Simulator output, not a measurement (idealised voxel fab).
The document below concerns the process module designated voxel lift off.
Section cut is 175 nm wide and gridded with 5 nm square cells.
Bands, listed from the top down, are how a cross-section gets written in this document; the cross-section itself is a grid of square cells, and a band is one or more rows of them. Look at the band entry: it leads with the top's height and the bottom's height in nm. Then it lists the materials left to right, with a width in nm for each. The word "all across" on a single material says that material fills the band edge to edge. The word "blank" is empty space. Heights are reckoned from 0. Under this level, the received wafer is all of one material. The bottommost band is open-ended downward, for example "0 -> down". A width such as "30 to 40" changes by the same amount from each row of cells to the next, from the band's top row to its bottom row. No cell of the cross-section changed in a step that is given as "stayed the same". "Sealed-off cavities": empty spaces of 8 cells or more with no open way to the top, each given as width x height at distance, distance from the left edge, all in nm. Heads up: the bit after the settings on a step's line is the simulator's remark on that step. overlay nm: step with mask; distance mask lay right of planned place; negative value = left of planned place.
## These are the steps we planned for the process
| 1 | RECEIVE [material Si] |
| 2 | CONFORMAL_DEP [material SiO2] [thk nm 15] |
| 3 | PATTERN [tone open] [mask id LINES] [material resist] [width nm 30] [pitch nm 45] [thk nm 30] [overlay nm 0] |
| 4 | DIRECTIONAL_DEP [material Ru] [thk nm 15] |
| 5 | STRIP [etch materials resist] |
| 6 | CONFORMAL_DEP [material SiO2] [thk nm 5] |
## Cross-section: wafer on arrival = after step 1
  0 -> down  Si all across
  Sealed-off cavities: none
## Post-module cross-section of the first of two wafers (run per plan)
  35 -> 30  45 nm blank; 40 nm SiO2; 5 nm blank; 40 nm SiO2; 45 nm blank
  30 -> 20  45 nm blank; 5 nm SiO2; 30 nm Ru; 5 nm SiO2; 5 nm blank; 5 nm SiO2; 30 nm Ru; 5 nm SiO2; 45 nm blank
  20 -> 15  50 nm SiO2; 30 nm Ru; 15 nm SiO2; 30 nm Ru; 50 nm SiO2
  15 -> 0  SiO2 all across
  0 -> down  Si all across
  Sealed-off cavities: none
## End of module, second wafer, cross-section. Started like the first, planned like the first, run with one mistake
  20 -> 0  SiO2 all across
  0 -> down  Si all across
  Sealed-off cavities: none
Deviation from plan: step 4 in the plan did not get run; it was skipped
Materials where the second wafer ends with more or fewer cells than the first: -36 Ru | -12 SiO2
